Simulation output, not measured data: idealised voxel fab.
process module | voxel self aligned contacts
cross-section cut | 230 nm wide | cells 5 nm
A cross-section is a grid of square cells, given in bands from the top down. A band is one or more rows of cells.
Each band's line starts with the height of the band's top and of its bottom, in nm. Then come its materials from left to right, each with its width in nm. One material with "throughout" fills the band from edge to edge. "air" is empty space.
Height 0 is the level under which the wafer as received is all one material. The lowest band goes on downwards, as in "0 down".
A width such as "30 to 40" changes by the same amount from each row of cells to the next, from the band's top row to its bottom row.
"no change" after a step means that no cell of the cross-section changed.
closed voids: empty space of 8 cells or more with no open way to the top, each as width x height at its distance from the left edge, in nm
after a step's settings: what the simulator itself notes on the step
overlay nm, on a step with a mask: how far to the right of its planned place the mask lay; to the left if negative
plan
1 op RECEIVE | material Si
2 op OXIDIZE | depth nm 5
3 op DIRECTIONAL_DEP | material polySi | thk nm 30
4 op DIRECTIONAL_DEP | material SiN | thk nm 20
5 op DIRECTIONAL_DEP | material aC | thk nm 15
6 op PATTERN | tone cover | mask id GATE | material resist | width nm 25 | pitch nm 50 | thk nm 30 | overlay nm -15
7 op DIRECTIONAL_ETCH | etch materials aC | depth nm 15
8 op STRIP | etch materials resist
9 op DIRECTIONAL_ETCH | etch materials SiN | depth nm 20
10 op DIRECTIONAL_ETCH | etch materials polySi | depth nm 30
11 op STRIP | etch materials aC
12 op CONFORMAL_DEP | material SiN | thk nm 5
13 op DIRECTIONAL_ETCH | etch materials SiN | depth nm 5
14 op FILL_DEP | material SiO2 | thk nm 20
15 op CMP | height nm 60
16 op PATTERN | tone open | mask id CONTACT | material resist | width nm 35 | thk nm 15 | overlay nm 0
17 op DIRECTIONAL_ETCH | etch materials SiO2 | depth nm 65
18 op STRIP | etch materials resist
19 op CONFORMAL_DEP | material TiN | thk nm 5
20 op FILL_DEP | material Ru | thk nm 5
21 op CMP | height nm 60
22 op CONFORMAL_DEP | material SiCN | thk nm 5
varied across the wafers: overlay nm of step 6. The plan shows the first wafer's value. All wafers start alike
first wafer as received, after step 1
  0 down: Si throughout
  closed voids: none
first wafer at the end, after step 22
  65 to 60: SiCN throughout
  60 to 55: SiO2 95 | TiN 5 | Ru 25 | TiN 5 | SiO2 100
  55 to 50: SiO2 95 | TiN 35 | SiO2 100
  50 to 30: SiO2 55 | SiN 35 | SiO2 5 | TiN 10 | SiN 35 | SiO2 90
  30 to 0: SiO2 55 | SiN 5 | polySi 25 | SiN 5 | SiO2 5 | TiN 10 | SiN 5 | polySi 25 | SiN 5 | SiO2 90
  0 to -5: SiO2 95 | TiN 10 | SiO2 125
  -5 down: Si throughout
  closed voids: none
last wafer at the end
  65 to 60: SiCN throughout
  60 to 55: SiO2 95 | TiN 5 | Ru 25 | TiN 5 | SiO2 100
  55 to 50: SiO2 95 | TiN 35 | SiO2 100
  50 to 30: SiO2 85 | SiN 35 | TiN 10 | SiO2 5 | SiN 35 | SiO2 60
  30 to 0: SiO2 85 | SiN 5 | polySi 25 | SiN 5 | TiN 10 | SiO2 5 | SiN 5 | polySi 25 | SiN 5 | SiO2 60
  0 to -5: SiO2 120 | TiN 10 | SiO2 100
  -5 down: Si throughout
  closed voids: none
each wafer at the end: cells of each material gained (+) or lost (-) since it was received, then its closed voids
overlay nm -15 | +5 Ru | -46 Si | +46 SiCN | +80 SiN | +422 SiO2 | +31 TiN | +60 polySi | closed voids: none
overlay nm -10 | +16 Ru | -46 Si | +46 SiCN | +80 SiN | +411 SiO2 | +31 TiN | +60 polySi | closed voids: none
overlay nm -5 | +16 Ru | -46 Si | +46 SiCN | +80 SiN | +411 SiO2 | +31 TiN | +60 polySi | closed voids: none
overlay nm 0 | +16 Ru | -46 Si | +46 SiCN | +80 SiN | +411 SiO2 | +31 TiN | +60 polySi | closed voids: none
overlay nm 5 | +16 Ru | -46 Si | +46 SiCN | +80 SiN | +411 SiO2 | +31 TiN | +60 polySi | closed voids: none
overlay nm 10 | +16 Ru | -46 Si | +46 SiCN | +80 SiN | +411 SiO2 | +31 TiN | +60 polySi | closed voids: none
overlay nm 15 | +5 Ru | -46 Si | +46 SiCN | +80 SiN | +422 SiO2 | +31 TiN | +60 polySi | closed voids: none
